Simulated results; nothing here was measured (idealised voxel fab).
A process module follows: voxel tone inversion.
260 nm wide, 5 nm square cells: that's cross-section cut.
In this document a cross-section is written as a grid of square cells. It is given as a series of bands, listed from the top down, and a band is one or more rows of cells.
Top height, bottom height, nm. Materials left to right, width each, nm. Single material + "everywhere" = fills band edge to edge. "blank" = empty.
Height is counted from the level 0, under which the received wafer is composed throughout of one material. The lowest of the bands is not closed at the bottom but continues downward, in the notation "z 0 and below".
Per-row width for "30 to 40": begins at first number (top row of band), ends at second number (bottom row), increment between rows held constant.
"nothing was modified" (step): cross-section cells unchanged, all of them.
Entry "Closed empty spaces" = empty spaces >= 8 cells with no open way to the top; each as width x height at distance, distance from left edge, all nm.
after a step's settings: what the simulator itself notes on the step
For masked steps, "overlay nm" on the step line gives how far right of plan the mask actually lay; a minus sign means it lay to the left.
-- Planned step list for the process
1 RECEIVE [material Si]
2 CONFORMAL_DEP [material SiCN] [thk nm 5]
3 DIRECTIONAL_DEP [material polySi] [thk nm 20]
4 PATTERN [tone cover] [mask id POSTS] [material resist] [width nm 20] [pitch nm 40] [thk nm 25] [overlay nm 0]
5 DIRECTIONAL_ETCH [etch materials polySi] [depth nm 20]
6 STRIP [etch materials resist]
7 FILL_DEP [material lowk] [thk nm 10]
8 CMP [height nm 25]
9 STRIP [etch materials polySi]
10 CONFORMAL_DEP [material TiN] [thk nm 5]
11 FILL_DEP [material W] [thk nm 5]
12 CMP [height nm 25]
13 CONFORMAL_DEP [material SiN] [thk nm 5]
-- On the first of the two wafers: run conducted according to plan
-- As-received state of the wafer in cross-section, equivalent to post-step 1
> z 0 and below: Si everywhere
> Closed empty spaces: none
-- Sectional view: wafer, after step 2
> z 5 to 0: SiCN everywhere
> Beneath the level 0, the cross-section is identical to its previous state.
-- Sectional view: wafer, after step 3
> z 25 to 5: polySi everywhere
> Beneath the level 5, the cross-section is identical to its previous state.
-- Sectional view: wafer, after step 4
> z 50 to 25: blank (100)  resist (20)  blank (20)  resist (20)  blank (100)
> Beneath the level 25, the cross-section is identical to its previous state.
-- Sectional view: wafer, after step 5
> z 50 to 25: blank (100)  resist (20)  blank (20)  resist (20)  blank (100)
> z 25 to 5: blank (100)  polySi (20)  blank (20)  polySi (20)  blank (100)
> Beneath the level 5, the cross-section is identical to its previous state.
-- Sectional view: wafer, after step 6
> z 25 to 5: blank (100)  polySi (20)  blank (20)  polySi (20)  blank (100)
> Beneath the level 5, the cross-section is identical to its previous state.
-- Sectional view: wafer, after step 7
> z 35 to 25: lowk everywhere
> z 25 to 5: lowk (100)  polySi (20)  lowk (20)  polySi (20)  lowk (100)
> Beneath the level 5, the cross-section is identical to its previous state.
-- Sectional view: wafer, after step 8
> z 25 to 5: lowk (100)  polySi (20)  lowk (20)  polySi (20)  lowk (100)
> Beneath the level 5, the cross-section is identical to its previous state.
-- Sectional view: wafer, after step 9
> z 25 to 5: lowk (100)  blank (20)  lowk (20)  blank (20)  lowk (100)
> Beneath the level 5, the cross-section is identical to its previous state.
-- Sectional view: wafer, after step 10
> z 30 to 25: TiN (105)  blank (10)  TiN (30)  blank (10)  TiN (105)
> z 25 to 10: lowk (100)  TiN (5)  blank (10)  TiN (5)  lowk (20)  TiN (5)  blank (10)  TiN (5)  lowk (100)
> z 10 to 5: lowk (100)  TiN (20)  lowk (20)  TiN (20)  lowk (100)
> Beneath the level 5, the cross-section is identical to its previous state.
-- Sectional view: wafer, after step 11
> z 35 to 30: W everywhere
> z 30 to 25: TiN (105)  W (10)  TiN (30)  W (10)  TiN (105)
> z 25 to 10: lowk (100)  TiN (5)  W (10)  TiN (5)  lowk (20)  TiN (5)  W (10)  TiN (5)  lowk (100)
> Beneath the level 10, the cross-section is identical to its previous state.
-- Sectional view: wafer, after step 12
> z 25 to 10: lowk (100)  TiN (5)  W (10)  TiN (5)  lowk (20)  TiN (5)  W (10)  TiN (5)  lowk (100)
> Beneath the level 10, the cross-section is identical to its previous state.
-- Sectional view: wafer, after step 13
> z 30 to 25: SiN everywhere
> Beneath the level 25, the cross-section is identical to its previous state.
-- It is to be noted that the second wafer proceeded from the same initial state and according to the same plan as the first, although one mistake was committed in its execution; through step 1, inclusive, the two wafers share an identical history
-- Planned end of step 2: second wafer, cross-section
> z 20 to 0: polySi everywhere
> Beneath the level 0, the cross-section is identical to its previous state.
-- Planned end of step 3: second wafer, cross-section
> z 25 to 20: SiCN everywhere
> Beneath the level 20, the cross-section is identical to its previous state.
-- Planned end of step 4: second wafer, cross-section
> z 50 to 25: blank (100)  resist (20)  blank (20)  resist (20)  blank (100)
> Beneath the level 25, the cross-section is identical to its previous state.
Planned end of step 5: second wafer, cross-section: nothing was modified
-- Planned end of step 6: second wafer, cross-section
> z 25 to 20: SiCN everywhere
> Beneath the level 20, the cross-section is identical to its previous state.
-- Planned end of step 7: second wafer, cross-section
> z 35 to 25: lowk everywhere
> Beneath the level 25, the cross-section is identical to its previous state.
-- Planned end of step 8: second wafer, cross-section
> z 25 to 20: SiCN everywhere
> Beneath the level 20, the cross-section is identical to its previous state.
Planned end of step 9: second wafer, cross-section: nothing was modified
-- Planned end of step 10: second wafer, cross-section
> z 30 to 25: TiN everywhere
> Beneath the level 25, the cross-section is identical to its previous state.
-- Planned end of step 11: second wafer, cross-section
> z 35 to 30: W everywhere
> Beneath the level 30, the cross-section is identical to its previous state.
-- Planned end of step 12: second wafer, cross-section
> z 25 to 20: SiCN everywhere
> Beneath the level 20, the cross-section is identical to its previous state.
-- Planned end of step 13: second wafer, cross-section
> z 30 to 25: SiN everywhere
> Beneath the level 25, the cross-section is identical to its previous state.
What broke from the plan during processing? steps 2 and 3 run out of order (swapped)
It is noted that, at the conclusion of processing, the second wafer exhibits a higher or lower cell count for certain materials relative to the first: -20 TiN; -12 W; -176 lowk; +208 polySi
